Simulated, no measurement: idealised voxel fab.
Title: Process Module voxel released beams
240 nm wide, 5 nm square cells: that's cross-section cut.
Throughout this document, each cross-section is represented as a grid of square cells and is presented as a sequence of bands enumerated from the top downward, where a band comprises one or more rows of cells. Band entry format. Leading values: height of top, height of bottom, nm. Remainder: materials in left-to-right order, each with its width in nm. Special words: "everywhere" on a single material, which then fills the band edge to edge; "air", empty space. Height datum 0, below which the as-received substrate wafer is one material. Lowest band open at the bottom, running downward: "0 -> down". When a width is written as two numbers, as in "30->40", the first number is the width in the top row of cells of the band and the second is the width in its bottom row, and the width changes by the same amount from each row to the next. The designation "nothing altered", where it is given for a processing step, indicates that no cell of the cross-section was altered in the course of that step. Heads up: "Sealed void inventory" only lists the empty pockets with no open path to the top that are 8 cells or more, and it writes them as width x height at distance, distance from the left edge, in nm. Post-settings text on a step line: simulator's own remark regarding the step. overlay nm: for a step with a mask, the amount by which the mask lay right of where it was planned; a negative amount means left of it.

[The steps planned for the process are as follows]
step 1: RECEIVE | material Si
step 2: CONFORMAL_DEP | material SiN | thk nm 5
step 3: DIRECTIONAL_DEP | material SiO2 | thk nm 15
step 4: PATTERN | tone open | mask id ANCHOR | material resist | width nm 40 | thk nm 15 | overlay nm 0
step 5: DIRECTIONAL_ETCH | etch materials SiO2 | depth nm 15
step 6: STRIP | etch materials resist
step 7: CONFORMAL_DEP | material TiN | thk nm 15
step 8: MASKED_ETCH | tone cover | mask id BEAM | width nm 75 | etch materials TiN | depth nm 15 | overlay nm 0
step 9: STRIP | etch materials SiO2
For clarity, it should be stated that the wafers under discussion commence in an identical condition and differ with respect to the width nm of step 8, the plan indicating the value that the first wafer had.

[First of several wafers, received after step 1, in cross-section]
* 0 -> down: Si everywhere
* Sealed void inventory: none

[The figure below presents a cross-section of the first of several wafers at the conclusion of the module, following its last step, step 9]
* 35 -> 20: air: 80, TiN: 15, air: 10, TiN: 50, air: 85
* 20 -> 5: air: 80, TiN: 40, air: 120
* 5 -> 0: SiN everywhere
* 0 -> down: Si everywhere
* Sealed void inventory: none

[Cross-section at module completion, last wafer]
* 35 -> 20: air: 70, TiN: 25, air: 10, TiN: 65, air: 70
* 20 -> 5: air: 80, TiN: 40, air: 120
* 5 -> 0: SiN everywhere
* 0 -> down: Si everywhere
* Sealed void inventory: none

[Below is a per-wafer table. In it, each row describes the wafer at the end of the module by giving, for each material, the number of cells gained (+) or lost (-) since the wafer was received, and after that the closed voids of the wafer]
width nm 75, +48 SiN, +63 TiN, Sealed void inventory: none
width nm 80, +48 SiN, +66 TiN, Sealed void inventory: none
width nm 85, +48 SiN, +69 TiN, Sealed void inventory: none
width nm 90, +48 SiN, +72 TiN, Sealed void inventory: none
width nm 95, +48 SiN, +75 TiN, Sealed void inventory: none
width nm 100, +48 SiN, +78 TiN, Sealed void inventory: none
